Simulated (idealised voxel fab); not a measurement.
This is a process module. Its name is voxel local oxidation.
Section shown: cut. Width: 205 nm. Cell size: 5 nm, square.
Bands, listed from the top down, are how a cross-section gets written in this document; the cross-section itself is a grid of square cells, and a band is one or more rows of them. Heights first: top, then bottom, in nm. Then materials, left to right, each with a width in nm. "throughout" on a single material: fills the band edge to edge. "air": empty space. Below 0: as-received wafer, all one material; heights counted from there. Lowest band: no bottom, goes on down, written "from 0 down". Quick explanation for "30->40": the width changes in equal steps down the rows of cells, from the first number in the band's top row to the second number in its bottom row. What does "all unchanged" mean for a step? It means no cell of the cross-section changed in that step. In the "Closed void catalog" entry, you get each enclosed empty space of 8 cells or more, one with no open way to the top, written width x height at distance, distance from the left edge, in nm. Anything after a step's settings on that line? It's the simulator's own note about the step. overlay nm: right-of-plan distance of the mask on a masked step; negative values mean left-of-plan.
[plan]
- 1: RECEIVE, material Si
- 2: CONFORMAL_DEP, material SiO2, thk nm 5
- 3: CONFORMAL_DEP, material SiN, thk nm 15
- 4: DIRECTIONAL_DEP, material aC, thk nm 5
- 5: PATTERN, tone cover, mask id ACTIVE, material resist, width nm 90, thk nm 30, overlay nm 0
- 6: DIRECTIONAL_ETCH, etch materials aC, depth nm 10
- 7: STRIP, etch materials resist
- 8: DIRECTIONAL_ETCH, etch materials SiN, depth nm 15
- 9: STRIP, etch materials aC
- 10: SELECTIVE_ETCH, etch materials SiO2, depth nm 5
- 11: OXIDIZE, depth nm 15
- 12: STRIP, etch materials SiN
Wafers differ in thk nm at step 4; plan lists the first wafer's value; identical starting state.
[first wafer as received, after step 1]
    from 0 down  Si throughout
    Closed void catalog: none
[first wafer at the end, after step 12]
    from 5 to 0  60 air / 80 SiO2 / 65 air
    from 0 to -15  75 SiO2 / 50 Si / 80 SiO2
    from -15 down  Si throughout
    Closed void catalog: none
[Cross-section, last wafer, module completion]
    from 5 to 0  SiO2 throughout
    from 0 down  Si throughout
    Closed void catalog: none
[Row per wafer, end-of-module: cell gain (+)/loss (-) by material since the wafer came in, then closed voids]
thk nm 5 | -93 Si | +109 SiO2 | Closed void catalog: none
thk nm 10 | -93 Si | +109 SiO2 | Closed void catalog: none
thk nm 15 | +41 SiO2 | Closed void catalog: none
thk nm 20 | +41 SiO2 | Closed void catalog: none
thk nm 25 | +41 SiO2 | Closed void catalog: none
